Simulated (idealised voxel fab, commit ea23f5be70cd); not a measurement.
A process module follows: voxel self aligned vias.
We display cut, a cross-section 235 nm in width whose square cells are each 5 nm.
Each cross-section below is a grid of square cells, stated as bands in top-down order, with one or more rows of cells making up each band.
What a band's entry tells you: where the top is and where the bottom is, as heights in nm, and after that what lies inside, material by material from left to right, each with its width in nm. Empty space is written as the word "empty", and a single material marked with the word "throughout" occupies the band from edge to edge.
Height datum 0, below which the as-received substrate wafer is one material. Lowest band open at the bottom, running downward: "from 0 down".
You'd read "30 to 40" like this: the band's top row of cells is as wide as the first number, its bottom row is as wide as the second, and going down, every row changes width by the same amount as the row before did.
A step reported as "everything unchanged" is a step in which no cell of the cross-section changed.
Empty spaces counting at least 8 cells and having no open way to the top are listed in "Completely sealed voids". The notation width x height at distance is used for each, the distance being from the left edge and all three values in nm.
Note: text after step settings on the step line = simulator remark on that step.
Steps that use a mask can have "overlay nm" on their line. It says how far the mask sat to the right of where it was meant to be. Negative means to the left.
These are the steps we planned for the process
1. RECEIVE [material Si]
2. CONFORMAL_DEP [material SiO2] [thk nm 10]
3. CONFORMAL_DEP [material SiCN] [thk nm 5]
4. DIRECTIONAL_DEP [material lowk] [thk nm 30]
5. PATTERN [tone open] [mask id LINES] [material resist] [width nm 25] [pitch nm 65] [thk nm 15] [overlay nm 0]
6. DIRECTIONAL_ETCH [etch materials lowk] [depth nm 30]
7. STRIP [etch materials resist]
8. CONFORMAL_DEP [material TiN] [thk nm 5]
9. FILL_DEP [material Ru] [thk nm 5]
10. CMP [height nm 45]
11. SELECTIVE_ETCH [etch materials W Ru TiN] [depth nm 5]
12. FILL_DEP [material SiN] [thk nm 5]
13. CMP [height nm 45]
14. DIRECTIONAL_DEP [material lowk] [thk nm 10]
15. MASKED_ETCH [tone open] [mask id VIAS] [width nm 35] [pitch nm 65] [etch materials lowk] [depth nm 20] [overlay nm 0]
16. MASKED_ETCH [tone open] [mask id VIAS] [width nm 35] [pitch nm 65] [etch materials SiN] [depth nm 5] [overlay nm 0]
17. CONFORMAL_DEP [material TiN] [thk nm 5]
18. FILL_DEP [material W] [thk nm 10]
19. CMP [height nm 65]
20. CONFORMAL_DEP [material SiN] [thk nm 5]
Wafers differ in thk nm at step 14; plan lists the first wafer's value; identical starting state.
Sectional view: first of several wafers, as received, after step 1
  from 0 down: Si throughout
  Completely sealed voids: none
So in this table every wafer gets its own row, and what you see is where it stands at the end of the module: for each material, how many cells it picked up (+) or gave up (-) since we received it, and after that its closed voids
thk nm 10 | +36 Ru | +47 SiCN | +47 SiN | +94 SiO2 | +110 TiN | +92 W | +232 lowk | Completely sealed voids: none
thk nm 15 | +36 Ru | +47 SiCN | +47 SiN | +94 SiO2 | +110 TiN | +60 W | +264 lowk | Completely sealed voids: none
thk nm 20 | +36 Ru | +47 SiCN | +47 SiN | +94 SiO2 | +84 TiN | +54 W | +296 lowk | Completely sealed voids: none
thk nm 25 | +36 Ru | +47 SiCN | +62 SiN | +94 SiO2 | +72 TiN | +30 W | +317 lowk | Completely sealed voids: none
thk nm 30 | +36 Ru | +47 SiCN | +62 SiN | +94 SiO2 | +66 TiN | +15 W | +338 lowk | Completely sealed voids: none
thk nm 35 | +36 Ru | +47 SiCN | +62 SiN | +94 SiO2 | +60 TiN | +359 lowk | Completely sealed voids: none
